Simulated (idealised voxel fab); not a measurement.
A process module follows: voxel capacitor over wiring.
Pictured: cross-section cut, 210 nm wide, on a grid of 5 nm square cells.
When this document writes out a cross-section, it uses a grid of square cells and lists it as bands, beginning at the top and moving down, with a band standing for one or more rows of cells. Look at the band entry: it leads with the top's height and the bottom's height in nm. Then it lists the materials left to right, with a width in nm for each. The word "all across" on a single material says that material fills the band edge to edge. The word "blank" is empty space. Ref level 0: as-received wafer is one material below here. Bottom band extends down with no lower bound ("0 nm and below"). Width spec "30..40" -> top row of cells at first value, bottom row at second value, equal per-row change in between. A step reported as "nothing different" is a step in which no cell of the cross-section changed. This entry, "Unvented cavities", enumerates those empty regions of no fewer than 8 cells that possess no open connection to the top. Each region is reported in the form width x height at distance, the distance being taken from the left edge, with all three quantities expressed in nm. Anything after a step's settings on that line? It's the simulator's own note about the step. overlay nm: how far to the right of its planned place the mask lay on this masked step (negative: to the left). Pairs from here to the end. Each: cross-section before one process step, cross-section after it, the latter only as far down as the lowest band that changed. Under each: the step between, and its settings. Mind that the pairs may be taken from different runs of this module on the same starting wafer; whether a pair continues from the pair above depends on its entry headed "before", and it does only where that entry says so.

BEFORE
  100 nm to 80 nm | SiO2 all across
  80 nm to 75 nm | 65 SiO2, then 65 TiN, then 80 SiO2
  75 nm to 70 nm | 65 SiO2, then 70 Al2O3, then 75 SiO2
  70 nm to 65 nm | 50 SiO2, then 85 TiN, then 75 SiO2
  65 nm to 45 nm | 55 SiO2, then 15 Ru, then 140 SiO2
  45 nm to 40 nm | 55 SiCN, then 15 Ru, then 140 SiCN
  40 nm to 15 nm | 45 lowk, then 5 TiN, then 15 Ru, then 5 TiN, then 65 lowk, then 5 TiN, then 15 Ru, then 5 TiN, then 50 lowk
  15 nm to 10 nm | 45 SiCN, then 25 TiN, then 65 SiCN, then 25 TiN, then 50 SiCN
  10 nm to 0 nm | SiO2 all across
  0 nm and below | Si all across
  Unvented cavities: none

SECTION AFTER PROCESSING
  95 nm to 80 nm | SiO2 all across
  Heights below 80 show no change.
  Unvented cavities: none
The step carried out between the cross-section before it and the cross-section after it, both shown above, is CMP, height nm 95

before: identical to the post-step cross-section of the immediately preceding pair.

SECTION AFTER PROCESSING
  115 nm to 95 nm | 65 resist, then 15 blank, then 130 resist
  Heights below 95 show no change.
  Unvented cavities: none
The step carried out between the cross-section before it and the cross-section after it, both shown above, is PATTERN, tone open, mask id PLUG_2, material resist, width nm 15, thk nm 20, overlay nm 0

before: identical to the post-step cross-section of the immediately preceding pair.

SECTION AFTER PROCESSING
  115 nm to 95 nm | 65 resist, then 15 blank, then 130 resist
  95 nm to 80 nm | 65 SiO2, then 15 blank, then 130 SiO2
  Heights below 80 show no change.
  Unvented cavities: none
The step carried out between the cross-section before it and the cross-section after it, both shown above, is DIRECTIONAL_ETCH, etch materials SiO2, depth nm 15

before: identical to the post-step cross-section of the immediately preceding pair.

SECTION AFTER PROCESSING
  95 nm to 80 nm | 65 SiO2, then 15 blank, then 130 SiO2
  Heights below 80 show no change.
  Unvented cavities: none
The step carried out between the cross-section before it and the cross-section after it, both shown above, is STRIP, etch materials resist

before: identical to the post-step cross-section of the immediately preceding pair.

SECTION AFTER PROCESSING
  100 nm to 95 nm | 70 TiN, then 5 blank, then 135 TiN
  95 nm to 85 nm | 65 SiO2, then 5 TiN, then 5 blank, then 5 TiN, then 130 SiO2
  85 nm to 75 nm | 65 SiO2, then 15..65 TiN, then 130..80 SiO2
  Heights below 75 show no change.
  Unvented cavities: none
The step carried out between the cross-section before it and the cross-section after it, both shown above, is CONFORMAL_DEP, material TiN, thk nm 5

before: identical to the post-step cross-section of the immediately preceding pair.

SECTION AFTER PROCESSING
  110 nm to 100 nm | W all across
  100 nm to 95 nm | 70 TiN, then 5 W, then 135 TiN
  95 nm to 85 nm | 65 SiO2, then 5 TiN, then 5 W, then 5 TiN, then 130 SiO2
  Heights below 85 show no change.
  Unvented cavities: none
The step carried out between the cross-section before it and the cross-section after it, both shown above, is FILL_DEP, material W, thk nm 10

before: identical to the post-step cross-section of the immediately preceding pair.

SECTION AFTER PROCESSING
  95 nm to 85 nm | 65 SiO2, then 5 TiN, then 5 W, then 5 TiN, then 130 SiO2
  Heights below 85 show no change.
  Unvented cavities: none
The step carried out between the cross-section before it and the cross-section after it, both shown above, is CMP, height nm 95

before: identical to the post-step cross-section of the immediately preceding pair.

SECTION AFTER PROCESSING
  100 nm to 95 nm | SiN all across
  Heights below 95 show no change.
  Unvented cavities: none
The step carried out between the cross-section before it and the cross-section after it, both shown above, is CONFORMAL_DEP, material SiN, thk nm 5

BEFORE
  75 nm to 70 nm | Al2O3 all across
  70 nm to 65 nm | TiN all across
  65 nm to 45 nm | 55 SiO2, then 15 Ru, then 140 SiO2
  45 nm to 40 nm | 55 SiCN, then 15 Ru, then 140 SiCN
  40 nm to 15 nm | 45 lowk, then 5 TiN, then 15 Ru, then 5 TiN, then 65 lowk, then 5 TiN, then 15 Ru, then 5 TiN, then 50 lowk
  15 nm to 10 nm | 45 SiCN, then 25 TiN, then 65 SiCN, then 25 TiN, then 50 SiCN
  10 nm to 0 nm | SiO2 all across
  0 nm and below | Si all across
  Unvented cavities: none

SECTION AFTER PROCESSING
  80 nm to 75 nm | lowk all across
  Heights below 75 show no change.
  Unvented cavities: none
The step carried out between the cross-section before it and the cross-section after it, both shown above, is DIRECTIONAL_DEP, material lowk, thk nm 5

before: identical to the post-step cross-section of the immediately preceding pair.

SECTION AFTER PROCESSING
  95 nm to 80 nm | aC all across
  Heights below 80 show no change.
  Unvented cavities: none
The step carried out between the cross-section before it and the cross-section after it, both shown above, is DIRECTIONAL_DEP, material aC, thk nm 15

before: identical to the post-step cross-section of the immediately preceding pair.

SECTION AFTER PROCESSING
  130 nm to 95 nm | 55 blank, then 70 resist, then 85 blank
  Heights below 95 show no change.
  Unvented cavities: none
The step carried out between the cross-section before it and the cross-section after it, both shown above, is PATTERN, tone cover, mask id UPPER_PLATE, material resist, width nm 70, thk nm 35, overlay nm 0

before: identical to the post-step cross-section of the immediately preceding pair.

SECTION AFTER PROCESSING
  115 nm to 95 nm | 55 blank, then 70 resist, then 85 blank
  95 nm to 80 nm | 55 blank, then 70 aC, then 85 blank
  Heights below 80 show no change.
  Unvented cavities: none
The step carried out between the cross-section before it and the cross-section after it, both shown above, is DIRECTIONAL_ETCH, etch materials aC, depth nm 15

before: identical to the post-step cross-section of the immediately preceding pair.

SECTION AFTER PROCESSING
  95 nm to 80 nm | 55 blank, then 70 aC, then 85 blank
  Heights below 80 show no change.
  Unvented cavities: none
The step carried out between the cross-section before it and the cross-section after it, both shown above, is STRIP, etch materials resist

before: identical to the post-step cross-section of the immediately preceding pair.

SECTION AFTER PROCESSING
  80 nm to 75 nm | lowk all across
  Heights below 75 show no change.
  Unvented cavities: none
The step carried out between the cross-section before it and the cross-section after it, both shown above, is STRIP, etch materials aC

before: identical to the post-step cross-section of the immediately preceding pair.

SECTION AFTER PROCESSING
  90 nm to 80 nm | aC all across
  Heights below 80 show no change.
  Unvented cavities: none
The step carried out between the cross-section before it and the cross-section after it, both shown above, is DIRECTIONAL_DEP, material aC, thk nm 10

before: identical to the post-step cross-section of the immediately preceding pair.

SECTION AFTER PROCESSING
  115 nm to 90 nm | 50 blank, then 80 resist, then 80 blank
  Heights below 90 show no change.
  Unvented cavities: none
The step carried out between the cross-section before it and the cross-section after it, both shown above, is PATTERN, tone cover, mask id LOWER_PLATE, material resist, width nm 80, thk nm 25, overlay nm 0

before: identical to the post-step cross-section of the immediately preceding pair.

SECTION AFTER PROCESSING
  105 nm to 90 nm | 50 blank, then 80 resist, then 80 blank
  90 nm to 80 nm | 50 blank, then 80 aC, then 80 blank
  Heights below 80 show no change.
  Unvented cavities: none
The step carried out between the cross-section before it and the cross-section after it, both shown above, is DIRECTIONAL_ETCH, etch materials aC, depth nm 10

before: identical to the post-step cross-section of the immediately preceding pair.

SECTION AFTER PROCESSING
  90 nm to 80 nm | 50 blank, then 80 aC, then 80 blank
  Heights below 80 show no change.
  Unvented cavities: none
The step carried out between the cross-section before it and the cross-section after it, both shown above, is STRIP, etch materials resist

before: identical to the post-step cross-section of the immediately preceding pair.

SECTION AFTER PROCESSING
  80 nm to 75 nm | lowk all across
  Heights below 75 show no change.
  Unvented cavities: none
The step carried out between the cross-section before it and the cross-section after it, both shown above, is STRIP, etch materials aC

before: identical to the post-step cross-section of the immediately preceding pair.

SECTION AFTER PROCESSING
  100 nm to 80 nm | SiO2 all across
  Heights below 80 show no change.
  Unvented cavities: none
The step carried out between the cross-section before it and the cross-section after it, both shown above, is FILL_DEP, material SiO2, thk nm 20

before: identical to the post-step cross-section of the immediately preceding pair.

SECTION AFTER PROCESSING
  95 nm to 80 nm | SiO2 all across
  Heights below 80 show no change.
  Unvented cavities: none
The step carried out between the cross-section before it and the cross-section after it, both shown above, is CMP, height nm 95

before: identical to the post-step cross-section of the immediately preceding pair.

SECTION AFTER PROCESSING
  115 nm to 95 nm | 65 resist, then 15 blank, then 130 resist
  Heights below 95 show no change.
  Unvented cavities: none
The step carried out between the cross-section before it and the cross-section after it, both shown above, is PATTERN, tone open, mask id PLUG_2, material resist, width nm 15, thk nm 20, overlay nm 0

before: identical to the post-step cross-section of the immediately preceding pair.

SECTION AFTER PROCESSING
  115 nm to 95 nm | 65 resist, then 15 blank, then 130 resist
  95 nm to 80 nm | 65 SiO2, then 15 blank, then 130 SiO2
  Heights below 80 show no change.
  Unvented cavities: none
The step carried out between the cross-section before it and the cross-section after it, both shown above, is DIRECTIONAL_ETCH, etch materials SiO2, depth nm 15

before: identical to the post-step cross-section of the immediately preceding pair.

SECTION AFTER PROCESSING
  95 nm to 80 nm | 65 SiO2, then 15 blank, then 130 SiO2
  Heights below 80 show no change.
  Unvented cavities: none
The step carried out between the cross-section before it and the cross-section after it, both shown above, is STRIP, etch materials resist

before: identical to the post-step cross-section of the immediately preceding pair.

SECTION AFTER PROCESSING
  100 nm to 95 nm | 70 TiN, then 5 blank, then 135 TiN
  95 nm to 85 nm | 65 SiO2, then 5 TiN, then 5 blank, then 5 TiN, then 130 SiO2
  85 nm to 80 nm | 65 SiO2, then 15 TiN, then 130 SiO2
  Heights below 80 show no change.
  Unvented cavities: none
The step carried out between the cross-section before it and the cross-section after it, both shown above, is CONFORMAL_DEP, material TiN, thk nm 5

before: identical to the post-step cross-section of the immediately preceding pair.

SECTION AFTER PROCESSING
  110 nm to 100 nm | W all across
  100 nm to 95 nm | 70 TiN, then 5 W, then 135 TiN
  95 nm to 85 nm | 65 SiO2, then 5 TiN, then 5 W, then 5 TiN, then 130 SiO2
  Heights below 85 show no change.
  Unvented cavities: none
The step carried out between the cross-section before it and the cross-section after it, both shown above, is FILL_DEP, material W, thk nm 10

before: identical to the post-step cross-section of the immediately preceding pair.

SECTION AFTER PROCESSING
  95 nm to 85 nm | 65 SiO2, then 5 TiN, then 5 W, then 5 TiN, then 130 SiO2
  Heights below 85 show no change.
  Unvented cavities: none
The step carried out between the cross-section before it and the cross-section after it, both shown above, is CMP, height nm 95

before: identical to the post-step cross-section of the immediately preceding pair.

SECTION AFTER PROCESSING
  100 nm to 95 nm | SiN all across
  Heights below 95 show no change.
  Unvented cavities: none
The step carried out between the cross-section before it and the cross-section after it, both shown above, is CONFORMAL_DEP, material SiN, thk nm 5

BEFORE
  90 nm to 80 nm | 55 blank, then 70 aC, then 85 blank
  80 nm to 75 nm | 55 aC, then 70 TiN, then 85 aC
  75 nm to 70 nm | 55 aC, then 70 Al2O3, then 85 aC
  70 nm to 65 nm | TiN all across
  65 nm to 45 nm | 55 SiO2, then 15 Ru, then 140 SiO2
  45 nm to 40 nm | 55 SiCN, then 15 Ru, then 140 SiCN
  40 nm to 15 nm | 45 lowk, then 5 TiN, then 15 Ru, then 5 TiN, then 65 lowk, then 5 TiN, then 15 Ru, then 5 TiN, then 50 lowk
  15 nm to 10 nm | 45 SiCN, then 25 TiN, then 65 SiCN, then 25 TiN, then 50 SiCN
  10 nm to 0 nm | SiO2 all across
  0 nm and below | Si all across
  Unvented cavities: none

SECTION AFTER PROCESSING
  115 nm to 90 nm | 50 resist, then 80 blank, then 80 resist
  90 nm to 80 nm | 50 resist, then 5 blank, then 70 aC, then 5 blank, then 80 resist
  Heights below 80 show no change.
  Unvented cavities: none
The step carried out between the cross-section before it and the cross-section after it, both shown above, is PATTERN, tone open, mask id LOWER_PLATE, material resist, width nm 80, thk nm 25, overlay nm 0

before: identical to the post-step cross-section of the immediately preceding pair.

SECTION AFTER PROCESSING
  105 nm to 80 nm | 50 resist, then 80 blank, then 80 resist
  80 nm to 75 nm | 50 aC, then 5 blank, then 70 TiN, then 5 blank, then 80 aC
  75 nm to 70 nm | 50 aC, then 5 blank, then 70 Al2O3, then 5 blank, then 80 aC
  Heights below 70 show no change.
  Unvented cavities: none
The step carried out between the cross-section before it and the cross-section after it, both shown above, is DIRECTIONAL_ETCH, etch materials aC, depth nm 10

before: identical to the post-step cross-section of the immediately preceding pair.

SECTION AFTER PROCESSING
  80 nm to 75 nm | 50 aC, then 5 blank, then 70 TiN, then 5 blank, then 80 aC
  Heights below 75 show no change.
  Unvented cavities: none
The step carried out between the cross-section before it and the cross-section after it, both shown above, is STRIP, etch materials resist

before: identical to the post-step cross-section of the immediately preceding pair.

SECTION AFTER PROCESSING
  80 nm to 75 nm | 50 aC, then 80 blank, then 80 aC
  75 nm to 70 nm | 50 aC, then 5 blank, then 70 Al2O3, then 5 blank, then 80 aC
  70 nm to 65 nm | 50 TiN, then 5 blank, then 70 TiN, then 5 blank, then 80 TiN
  Heights below 65 show no change.
  Unvented cavities: none
The step carried out between the cross-section before it and the cross-section after it, both shown above, is DIRECTIONAL_ETCH, etch materials TiN, depth nm 5

before: identical to the post-step cross-section of the immediately preceding pair.

SECTION AFTER PROCESSING
  75 nm to 70 nm | 55 blank, then 70 Al2O3, then 85 blank
  Heights below 70 show no change.
  Unvented cavities: none
The step carried out between the cross-section before it and the cross-section after it, both shown above, is STRIP, etch materials aC

before: identical to the post-step cross-section of the immediately preceding pair.

SECTION AFTER PROCESSING
  95 nm to 75 nm | SiO2 all across
  75 nm to 70 nm | 55 SiO2, then 70 Al2O3, then 85 SiO2
  70 nm to 65 nm | 50 TiN, then 5 SiO2, then 70 TiN, then 5 SiO2, then 80 TiN
  Heights below 65 show no change.
  Unvented cavities: none
The step carried out between the cross-section before it and the cross-section after it, both shown above, is FILL_DEP, material SiO2, thk nm 20

before: identical to the post-step cross-section of the immediately preceding pair.

SECTION AFTER PROCESSING
  115 nm to 95 nm | 65 resist, then 15 blank, then 130 resist
  Heights below 95 show no change.
  Unvented cavities: none
The step carried out between the cross-section before it and the cross-section after it, both shown above, is PATTERN, tone open, mask id PLUG_2, material resist, width nm 15, thk nm 20, overlay nm 0

before: identical to the post-step cross-section of the immediately preceding pair.

SECTION AFTER PROCESSING
  115 nm to 95 nm | 65 resist, then 15 blank, then 130 resist
  95 nm to 80 nm | 65 SiO2, then 15 blank, then 130 SiO2
  Heights below 80 show no change.
  Unvented cavities: none
The step carried out between the cross-section before it and the cross-section after it, both shown above, is DIRECTIONAL_ETCH, etch materials SiO2, depth nm 15

before: identical to the post-step cross-section of the immediately preceding pair.

SECTION AFTER PROCESSING
  95 nm to 80 nm | 65 SiO2, then 15 blank, then 130 SiO2
  Heights below 80 show no change.
  Unvented cavities: none
The step carried out between the cross-section before it and the cross-section after it, both shown above, is STRIP, etch materials resist

before: identical to the post-step cross-section of the immediately preceding pair.

SECTION AFTER PROCESSING
  100 nm to 95 nm | 70 TiN, then 5 blank, then 135 TiN
  95 nm to 85 nm | 65 SiO2, then 5 TiN, then 5 blank, then 5 TiN, then 130 SiO2
  85 nm to 80 nm | 65 SiO2, then 15 TiN, then 130 SiO2
  Heights below 80 show no change.
  Unvented cavities: none
The step carried out between the cross-section before it and the cross-section after it, both shown above, is CONFORMAL_DEP, material TiN, thk nm 5

before: identical to the post-step cross-section of the immediately preceding pair.

SECTION AFTER PROCESSING
  110 nm to 100 nm | W all across
  100 nm to 95 nm | 70 TiN, then 5 W, then 135 TiN
  95 nm to 85 nm | 65 SiO2, then 5 TiN, then 5 W, then 5 TiN, then 130 SiO2
  Heights below 85 show no change.
  Unvented cavities: none
The step carried out between the cross-section before it and the cross-section after it, both shown above, is FILL_DEP, material W, thk nm 10

before: identical to the post-step cross-section of the immediately preceding pair.

SECTION AFTER PROCESSING
  95 nm to 85 nm | 65 SiO2, then 5 TiN, then 5 W, then 5 TiN, then 130 SiO2
  Heights below 85 show no change.
  Unvented cavities: none
The step carried out between the cross-section before it and the cross-section after it, both shown above, is CMP, height nm 95

before: identical to the post-step cross-section of the immediately preceding pair.

SECTION AFTER PROCESSING
  100 nm to 95 nm | SiN all across
  Heights below 95 show no change.
  Unvented cavities: none
The step carried out between the cross-section before it and the cross-section after it, both shown above, is CONFORMAL_DEP, material SiN, thk nm 5
